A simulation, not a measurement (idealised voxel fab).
The process module presented herein is designated voxel self aligned vias.
The cross-section shown here is cut; it is 225 nm wide and divided into square cells measuring 5 nm on a side.
Cross-section spec: square-cell grid; bands listed top down; each band is one or more rows.
Look at the band entry: it leads with the top's height and the bottom's height in nm. Then it lists the materials left to right, with a width in nm for each. The word "full width" on a single material says that material fills the band edge to edge. The word "blank" is empty space.
Heights are expressed relative to 0, this being the level below which the as-received wafer comprises one material exclusively. The lowest band is unbounded in the downward direction and is denoted as in "0 and below".
It should be noted that a width expressed as "30->40" varies in equal increments from row to row of cells within the band, taking the value of the first number at the top row and that of the second number at the bottom row.
Where the words "nothing got changed" appear for a step, the cross-section shows no cell changed by that step; every cell remained as before.
Voids not open to the top, 8 cells minimum: see "Cavities, closed". Written width x height at distance; distance is from the left edge; nm.
Formally, on a step line, whatever follows the settings is a remark that the simulator itself makes on the step.
Regarding "overlay nm": on a step with a mask, it is the distance the mask lay to the right of its planned place; a negative value places it to the left.
If you're wondering how to read the rest of this, here's the deal. It's pairs of cross-sections: one from before a process step, one from after it. The after one is only drawn as far down as the lowest band that changed. Right under each pair you'll see which step sits between them and what its settings were. Don't read the pairs as one continuous story, though. They can come from different runs of this module on the same starting wafer, and a pair only carries on from the one above it where its entry headed "Ex-ante state" says so.
EX-ANTE STATE
45 down to 40 | TiN (60) | blank (15) | TiN (30) | blank (15) | TiN (30) | blank (15) | TiN (60)
40 down to 25 | SiO2 (55) | TiN (5) | blank (15) | TiN (5) | SiO2 (20) | TiN (5) | blank (15) | TiN (5) | SiO2 (20) | TiN (5) | blank (15) | TiN (5) | SiO2 (55)
25 down to 20 | SiO2 (55) | TiN (25) | SiO2 (20) | TiN (25) | SiO2 (20) | TiN (25) | SiO2 (55)
20 down to 15 | SiCN full width
15 down to 0 | SiO2 full width
0 and below | Si full width
Cavities, closed: none
POST-STEP GEOMETRY
50 down to 45 | Ru full width
45 down to 40 | TiN (60) | Ru (15) | TiN (30) | Ru (15) | TiN (30) | Ru (15) | TiN (60)
40 down to 25 | SiO2 (55) | TiN (5) | Ru (15) | TiN (5) | SiO2 (20) | TiN (5) | Ru (15) | TiN (5) | SiO2 (20) | TiN (5) | Ru (15) | TiN (5) | SiO2 (55)
Under the height 25 nothing was changed.
Cavities, closed: none
Between before and after as drawn above: FILL_DEP,material Ru,thk nm 5
Ex-ante state: after-state, pair directly above.
POST-STEP GEOMETRY
40 down to 25 | SiO2 (55) | TiN (5) | Ru (15) | TiN (5) | SiO2 (20) | TiN (5) | Ru (15) | TiN (5) | SiO2 (20) | TiN (5) | Ru (15) | TiN (5) | SiO2 (55)
Under the height 25 nothing was changed.
Cavities, closed: none
Between before and after as drawn above: CMP,height nm 40
Ex-ante state: after-state, pair directly above.
POST-STEP GEOMETRY
40 down to 30 | SiO2 (55) | blank (25) | SiO2 (20) | blank (25) | SiO2 (20) | blank (25) | SiO2 (55)
Under the height 30 nothing was changed.
Cavities, closed: none
Between before and after as drawn above: SELECTIVE_ETCH,etch materials W Ru TiN,depth nm 10
Ex-ante state: after-state, pair directly above.
POST-STEP GEOMETRY
50 down to 40 | SiN full width
40 down to 30 | SiO2 (55) | SiN (25) | SiO2 (20) | SiN (25) | SiO2 (20) | SiN (25) | SiO2 (55)
Under the height 30 nothing was changed.
Cavities, closed: none
Between before and after as drawn above: FILL_DEP,material SiN,thk nm 10
Ex-ante state: after-state, pair directly above.
POST-STEP GEOMETRY
40 down to 30 | SiO2 (55) | SiN (25) | SiO2 (20) | SiN (25) | SiO2 (20) | SiN (25) | SiO2 (55)
Under the height 30 nothing was changed.
Cavities, closed: none
Between before and after as drawn above: CMP,height nm 40
Ex-ante state: after-state, pair directly above.
POST-STEP GEOMETRY
60 down to 40 | SiO2 full width
Under the height 40 nothing was changed.
Cavities, closed: none
Between before and after as drawn above: DIRECTIONAL_DEP,material SiO2,thk nm 20
Ex-ante state: after-state, pair directly above.
POST-STEP GEOMETRY
60 down to 40 | SiO2 (50) | blank (30) | SiO2 (60) | blank (30) | SiO2 (55)
Under the height 40 nothing was changed.
Cavities, closed: none
Between before and after as drawn above: MASKED_ETCH,tone open,mask id VIAS,width nm 30,pitch nm 90,etch materials SiO2,depth nm 20,overlay nm 0
Ex-ante state: after-state, pair directly above.
POST-STEP GEOMETRY
60 down to 40 | SiO2 (50) | blank (30) | SiO2 (60) | blank (30) | SiO2 (55)
40 down to 30 | SiO2 (55) | blank (25) | SiO2 (20) | SiN (25) | SiO2 (20) | blank (25) | SiO2 (55)
Under the height 30 nothing was changed.
Cavities, closed: none
Between before and after as drawn above: MASKED_ETCH,tone open,mask id VIAS,width nm 30,pitch nm 90,etch materials SiN,depth nm 10,overlay nm 0
Ex-ante state: after-state, pair directly above.
POST-STEP GEOMETRY
65 down to 60 | TiN (55) | blank (20) | TiN (70) | blank (20) | TiN (60)
60 down to 45 | SiO2 (50) | TiN (5) | blank (20) | TiN (5) | SiO2 (60) | TiN (5) | blank (20) | TiN (5) | SiO2 (55)
45 down to 40 | SiO2 (50) | TiN (10) | blank (15) | TiN (5) | SiO2 (60) | TiN (10) | blank (15) | TiN (5) | SiO2 (55)
40 down to 35 | SiO2 (55) | TiN (5) | blank (15) | TiN (5) | SiO2 (20) | SiN (25) | SiO2 (20) | TiN (5) | blank (15) | TiN (5) | SiO2 (55)
35 down to 30 | SiO2 (55) | TiN (25) | SiO2 (20) | SiN (25) | SiO2 (20) | TiN (25) | SiO2 (55)
Under the height 30 nothing was changed.
Cavities, closed: none
Between before and after as drawn above: CONFORMAL_DEP,material TiN,thk nm 5
Ex-ante state: after-state, pair directly above.
POST-STEP GEOMETRY
75 down to 65 | W full width
65 down to 60 | TiN (55) | W (20) | TiN (70) | W (20) | TiN (60)
60 down to 45 | SiO2 (50) | TiN (5) | W (20) | TiN (5) | SiO2 (60) | TiN (5) | W (20) | TiN (5) | SiO2 (55)
45 down to 40 | SiO2 (50) | TiN (10) | W (15) | TiN (5) | SiO2 (60) | TiN (10) | W (15) | TiN (5) | SiO2 (55)
40 down to 35 | SiO2 (55) | TiN (5) | W (15) | TiN (5) | SiO2 (20) | SiN (25) | SiO2 (20) | TiN (5) | W (15) | TiN (5) | SiO2 (55)
Under the height 35 nothing was changed.
Cavities, closed: none
Between before and after as drawn above: FILL_DEP,material W,thk nm 10
Ex-ante state: after-state, pair directly above.
POST-STEP GEOMETRY
60 down to 45 | SiO2 (50) | TiN (5) | W (20) | TiN (5) | SiO2 (60) | TiN (5) | W (20) | TiN (5) | SiO2 (55)
Under the height 45 nothing was changed.
Cavities, closed: none
Between before and after as drawn above: CMP,height nm 60
Ex-ante state: after-state, pair directly above.
POST-STEP GEOMETRY
65 down to 60 | SiCN full width
Under the height 60 nothing was changed.
Cavities, closed: none
Between before and after as drawn above: CONFORMAL_DEP,material SiCN,thk nm 5
EX-ANTE STATE
60 down to 40 | SiO2 (50) | blank (30) | SiO2 (60) | blank (30) | SiO2 (55)
40 down to 30 | SiO2 (55) | SiN (20) | SiO2 (25) | SiN (20) | SiO2 (25) | SiN (20) | SiO2 (60)
30 down to 25 | SiO2 (55) | TiN (5) | Ru (10) | TiN (5) | SiO2 (25) | TiN (5) | Ru (10) | TiN (5) | SiO2 (25) | TiN (5) | Ru (10) | TiN (5) | SiO2 (60)
25 down to 20 | SiO2 (55) | TiN (20) | SiO2 (25) | TiN (20) | SiO2 (25) | TiN (20) | SiO2 (60)
20 down to 15 | SiCN full width
15 down to 0 | SiO2 full width
0 and below | Si full width
Cavities, closed: none
POST-STEP GEOMETRY
60 down to 40 | SiO2 (50) | blank (30) | SiO2 (60) | blank (30) | SiO2 (55)
40 down to 30 | SiO2 (55) | blank (15) | SiN (5) | SiO2 (25) | SiN (20) | SiO2 (25) | blank (15) | SiN (5) | SiO2 (60)
Under the height 30 nothing was changed.
Cavities, closed: none
Between before and after as drawn above: MASKED_ETCH,tone open,mask id VIAS,width nm 30,pitch nm 90,etch materials SiN,depth nm 10,overlay nm -10
Ex-ante state: after-state, pair directly above.
POST-STEP GEOMETRY
65 down to 60 | TiN (55) | blank (20) | TiN (70) | blank (20) | TiN (60)
60 down to 45 | SiO2 (50) | TiN (5) | blank (20) | TiN (5) | SiO2 (60) | TiN (5) | blank (20) | TiN (5) | SiO2 (55)
45 down to 40 | SiO2 (50) | TiN (10) | blank (5) | TiN (15) | SiO2 (60) | TiN (10) | blank (5) | TiN (15) | SiO2 (55)
40 down to 35 | SiO2 (55) | TiN (5) | blank (5) | TiN (5) | SiN (5) | SiO2 (25) | SiN (20) | SiO2 (25) | TiN (5) | blank (5) | TiN (5) | SiN (5) | SiO2 (60)
35 down to 30 | SiO2 (55) | TiN (15) | SiN (5) | SiO2 (25) | SiN (20) | SiO2 (25) | TiN (15) | SiN (5) | SiO2 (60)
Under the height 30 nothing was changed.
Cavities, closed: none
Between before and after as drawn above: CONFORMAL_DEP,material TiN,thk nm 5
Ex-ante state: after-state, pair directly above.
POST-STEP GEOMETRY
75 down to 65 | W full width
65 down to 60 | TiN (55) | W (20) | TiN (70) | W (20) | TiN (60)
60 down to 45 | SiO2 (50) | TiN (5) | W (20) | TiN (5) | SiO2 (60) | TiN (5) | W (20) | TiN (5) | SiO2 (55)
45 down to 40 | SiO2 (50) | TiN (10) | W (5) | TiN (15) | SiO2 (60) | TiN (10) | W (5) | TiN (15) | SiO2 (55)
40 down to 35 | SiO2 (55) | TiN (5) | W (5) | TiN (5) | SiN (5) | SiO2 (25) | SiN (20) | SiO2 (25) | TiN (5) | W (5) | TiN (5) | SiN (5) | SiO2 (60)
Under the height 35 nothing was changed.
Cavities, closed: none
Between before and after as drawn above: FILL_DEP,material W,thk nm 10
Ex-ante state: after-state, pair directly above.
POST-STEP GEOMETRY
60 down to 45 | SiO2 (50) | TiN (5) | W (20) | TiN (5) | SiO2 (60) | TiN (5) | W (20) | TiN (5) | SiO2 (55)
Under the height 45 nothing was changed.
Cavities, closed: none
Between before and after as drawn above: CMP,height nm 60
Ex-ante state: after-state, pair directly above.
POST-STEP GEOMETRY
65 down to 60 | SiCN full width
Under the height 60 nothing was changed.
Cavities, closed: none
Between before and after as drawn above: CONFORMAL_DEP,material SiCN,thk nm 5
EX-ANTE STATE
40 down to 30 | SiO2 (55) | blank (20) | SiO2 (25) | blank (20) | SiO2 (25) | blank (20) | SiO2 (60)
30 down to 25 | SiO2 (55) | TiN (5) | Ru (10) | TiN (5) | SiO2 (25) | TiN (5) | Ru (10) | TiN (5) | SiO2 (25) | TiN (5) | Ru (10) | TiN (5) | SiO2 (60)
25 down to 20 | SiO2 (55) | TiN (20) | SiO2 (25) | TiN (20) | SiO2 (25) | TiN (20) | SiO2 (60)
20 down to 15 | SiCN full width
15 down to 0 | SiO2 full width
0 and below | Si full width
Cavities, closed: none
POST-STEP GEOMETRY
50 down to 40 | aC full width
40 down to 30 | SiO2 (55) | aC (20) | SiO2 (25) | aC (20) | SiO2 (25) | aC (20) | SiO2 (60)
Under the height 30 nothing was changed.
Cavities, closed: none
Between before and after as drawn above: FILL_DEP,material aC,thk nm 10
Ex-ante state: after-state, pair directly above.
POST-STEP GEOMETRY
40 down to 30 | SiO2 (55) | aC (20) | SiO2 (25) | aC (20) | SiO2 (25) | aC (20) | SiO2 (60)
Under the height 30 nothing was changed.
Cavities, closed: none
Between before and after as drawn above: CMP,height nm 40
Ex-ante state: after-state, pair directly above.
POST-STEP GEOMETRY
60 down to 40 | SiO2 full width
Under the height 40 nothing was changed.
Cavities, closed: none
Between before and after as drawn above: DIRECTIONAL_DEP,material SiO2,thk nm 20
Ex-ante state: after-state, pair directly above.
POST-STEP GEOMETRY
60 down to 40 | SiO2 (50) | blank (30) | SiO2 (60) | blank (30) | SiO2 (55)
Under the height 40 nothing was changed.
Cavities, closed: none
Between before and after as drawn above: MASKED_ETCH,tone open,mask id VIAS,width nm 30,pitch nm 90,etch materials SiO2,depth nm 20,overlay nm 0
Ex-ante state: after-state, pair directly above.
POST-STEP GEOMETRY
65 down to 60 | TiN (55) | blank (20) | TiN (70) | blank (20) | TiN (60)
60 down to 45 | SiO2 (50) | TiN (5) | blank (20) | TiN (5) | SiO2 (60) | TiN (5) | blank (20) | TiN (5) | SiO2 (55)
45 down to 40 | SiO2 (50) | TiN (30) | SiO2 (60) | TiN (30) | SiO2 (55)
Under the height 40 nothing was changed.
Cavities, closed: none
Between before and after as drawn above: CONFORMAL_DEP,material TiN,thk nm 5
Ex-ante state: after-state, pair directly above.
POST-STEP GEOMETRY
75 down to 65 | W full width
65 down to 60 | TiN (55) | W (20) | TiN (70) | W (20) | TiN (60)
60 down to 45 | SiO2 (50) | TiN (5) | W (20) | TiN (5) | SiO2 (60) | TiN (5) | W (20) | TiN (5) | SiO2 (55)
Under the height 45 nothing was changed.
Cavities, closed: none
Between before and after as drawn above: FILL_DEP,material W,thk nm 10
Ex-ante state: after-state, pair directly above.
POST-STEP GEOMETRY
60 down to 45 | SiO2 (50) | TiN (5) | W (20) | TiN (5) | SiO2 (60) | TiN (5) | W (20) | TiN (5) | SiO2 (55)
Under the height 45 nothing was changed.
Cavities, closed: none
Between before and after as drawn above: CMP,height nm 60
Ex-ante state: after-state, pair directly above.
POST-STEP GEOMETRY
65 down to 60 | SiCN full width
Under the height 60 nothing was changed.
Cavities, closed: none
Between before and after as drawn above: CONFORMAL_DEP,material SiCN,thk nm 5
EX-ANTE STATE
50 down to 40 | aC full width
40 down to 20 | SiO2 full width
20 down to 15 | SiCN full width
15 down to 0 | SiO2 full width
0 and below | Si full width
Cavities, closed: none
POST-STEP GEOMETRY
80 down to 50 | blank (55) | resist (20) | blank (25) | resist (20) | blank (25) | resist (20) | blank (60)
Under the height 50 nothing was changed.
Cavities, closed: none
Between before and after as drawn above: PATTERN,tone cover,mask id LINES,material resist,width nm 20,pitch nm 45,thk nm 30,overlay nm 0
Ex-ante state: after-state, pair directly above.
POST-STEP GEOMETRY
70 down to 50 | blank (55) | resist (20) | blank (25) | resist (20) | blank (25) | resist (20) | blank (60)
50 down to 40 | blank (55) | aC (20) | blank (25) | aC (20) | blank (25) | aC (20) | blank (60)
Under the height 40 nothing was changed.
Cavities, closed: none
Between before and after as drawn above: DIRECTIONAL_ETCH,etch materials aC,depth nm 10
Ex-ante state: after-state, pair directly above.
POST-STEP GEOMETRY
50 down to 40 | blank (55) | aC (20) | blank (25) | aC (20) | blank (25) | aC (20) | blank (60)
Under the height 40 nothing was changed.
Cavities, closed: none
Between before and after as drawn above: STRIP,etch materials resist
Ex-ante state: after-state, pair directly above.
POST-STEP GEOMETRY
50 down to 40 | blank (55) | aC (20) | blank (25) | aC (20) | blank (25) | aC (20) | blank (60)
40 down to 20 | blank (55) | SiO2 (20) | blank (25) | SiO2 (20) | blank (25) | SiO2 (20) | blank (60)
Under the height 20 nothing was changed.
Cavities, closed: none
Between before and after as drawn above: DIRECTIONAL_ETCH,etch materials SiO2,depth nm 20
Ex-ante state: after-state, pair directly above.
POST-STEP GEOMETRY
40 down to 20 | blank (55) | SiO2 (20) | blank (25) | SiO2 (20) | blank (25) | SiO2 (20) | blank (60)
Under the height 20 nothing was changed.
Cavities, closed: none
Between before and after as drawn above: STRIP,etch materials aC
Ex-ante state: after-state, pair directly above.
POST-STEP GEOMETRY
45 down to 40 | blank (50) | TiN (30) | blank (15) | TiN (30) | blank (15) | TiN (30) | blank (55)
40 down to 25 | blank (50) | TiN (5) | SiO2 (20) | TiN (5) | blank (15) | TiN (5) | SiO2 (20) | TiN (5) | blank (15) | TiN (5) | SiO2 (20) | TiN (5) | blank (55)
25 down to 20 | TiN (55) | SiO2 (20) | TiN (25) | SiO2 (20) | TiN (25) | SiO2 (20) | TiN (60)
Under the height 20 nothing was changed.
Cavities, closed: none
Between before and after as drawn above: CONFORMAL_DEP,material TiN,thk nm 5
Ex-ante state: after-state, pair directly above.
POST-STEP GEOMETRY
50 down to 45 | Ru full width
45 down to 40 | Ru (50) | TiN (30) | Ru (15) | TiN (30) | Ru (15) | TiN (30) | Ru (55)
40 down to 25 | Ru (50) | TiN (5) | SiO2 (20) | TiN (5) | Ru (15) | TiN (5) | SiO2 (20) | TiN (5) | Ru (15) | TiN (5) | SiO2 (20) | TiN (5) | Ru (55)
Under the height 25 nothing was changed.
Cavities, closed: none
Between before and after as drawn above: FILL_DEP,material Ru,thk nm 5
Ex-ante state: after-state, pair directly above.
POST-STEP GEOMETRY
40 down to 25 | Ru (50) | TiN (5) | SiO2 (20) | TiN (5) | Ru (15) | TiN (5) | SiO2 (20) | TiN (5) | Ru (15) | TiN (5) | SiO2 (20) | TiN (5) | Ru (55)
Under the height 25 nothing was changed.
Cavities, closed: none
Between before and after as drawn above: CMP,height nm 40
Ex-ante state: after-state, pair directly above.
POST-STEP GEOMETRY
40 down to 30 | blank (55) | SiO2 (20) | blank (25) | SiO2 (20) | blank (25) | SiO2 (20) | blank (60)
Under the height 30 nothing was changed.
Cavities, closed: none
Between before and after as drawn above: SELECTIVE_ETCH,etch materials W Ru TiN,depth nm 10
Ex-ante state: after-state, pair directly above.
POST-STEP GEOMETRY
50 down to 40 | SiN full width
40 down to 30 | SiN (55) | SiO2 (20) | SiN (25) | SiO2 (20) | SiN (25) | SiO2 (20) | SiN (60)
Under the height 30 nothing was changed.
Cavities, closed: none
Between before and after as drawn above: FILL_DEP,material SiN,thk nm 10
Ex-ante state: after-state, pair directly above.
POST-STEP GEOMETRY
40 down to 30 | SiN (55) | SiO2 (20) | SiN (25) | SiO2 (20) | SiN (25) | SiO2 (20) | SiN (60)
Under the height 30 nothing was changed.
Cavities, closed: none
Between before and after as drawn above: CMP,height nm 40
Ex-ante state: after-state, pair directly above.
POST-STEP GEOMETRY
60 down to 40 | SiO2 full width
Under the height 40 nothing was changed.
Cavities, closed: none
Between before and after as drawn above: DIRECTIONAL_DEP,material SiO2,thk nm 20
Ex-ante state: after-state, pair directly above.
POST-STEP GEOMETRY
60 down to 40 | SiO2 (50) | blank (30) | SiO2 (60) | blank (30) | SiO2 (55)
Under the height 40 nothing was changed.
Cavities, closed: none
Between before and after as drawn above: MASKED_ETCH,tone open,mask id VIAS,width nm 30,pitch nm 90,etch materials SiO2,depth nm 20,overlay nm 0
Ex-ante state: after-state, pair directly above.
POST-STEP GEOMETRY
60 down to 40 | SiO2 (50) | blank (30) | SiO2 (60) | blank (30) | SiO2 (55)
40 down to 30 | SiN (50) | blank (5) | SiO2 (20) | blank (5) | SiN (20) | SiO2 (20) | SiN (20) | blank (5) | SiO2 (20) | blank (5) | SiN (55)
Under the height 30 nothing was changed.
Cavities, closed: none
Between before and after as drawn above: MASKED_ETCH,tone open,mask id VIAS,width nm 30,pitch nm 90,etch materials SiN,depth nm 10,overlay nm 0
Ex-ante state: after-state, pair directly above.
POST-STEP GEOMETRY
65 down to 60 | TiN (55) | blank (20) | TiN (70) | blank (20) | TiN (60)
60 down to 45 | SiO2 (50) | TiN (5) | blank (20) | TiN (5) | SiO2 (60) | TiN (5) | blank (20) | TiN (5) | SiO2 (55)
45 down to 40 | SiO2 (50) | TiN (30) | SiO2 (60) | TiN (30) | SiO2 (55)
40 down to 30 | SiN (50) | TiN (5) | SiO2 (20) | TiN (5) | SiN (20) | SiO2 (20) | SiN (20) | TiN (5) | SiO2 (20) | TiN (5) | SiN (55)
Under the height 30 nothing was changed.
Cavities, closed: none
Between before and after as drawn above: CONFORMAL_DEP,material TiN,thk nm 5
Ex-ante state: after-state, pair directly above.
POST-STEP GEOMETRY
75 down to 65 | W full width
65 down to 60 | TiN (55) | W (20) | TiN (70) | W (20) | TiN (60)
60 down to 45 | SiO2 (50) | TiN (5) | W (20) | TiN (5) | SiO2 (60) | TiN (5) | W (20) | TiN (5) | SiO2 (55)
Under the height 45 nothing was changed.
Cavities, closed: none
Between before and after as drawn above: FILL_DEP,material W,thk nm 10
Ex-ante state: after-state, pair directly above.
POST-STEP GEOMETRY
60 down to 45 | SiO2 (50) | TiN (5) | W (20) | TiN (5) | SiO2 (60) | TiN (5) | W (20) | TiN (5) | SiO2 (55)
Under the height 45 nothing was changed.
Cavities, closed: none
Between before and after as drawn above: CMP,height nm 60
Ex-ante state: after-state, pair directly above.
POST-STEP GEOMETRY
65 down to 60 | SiCN full width
Under the height 60 nothing was changed.
Cavities, closed: none
Between before and after as drawn above: CONFORMAL_DEP,material SiCN,thk nm 5
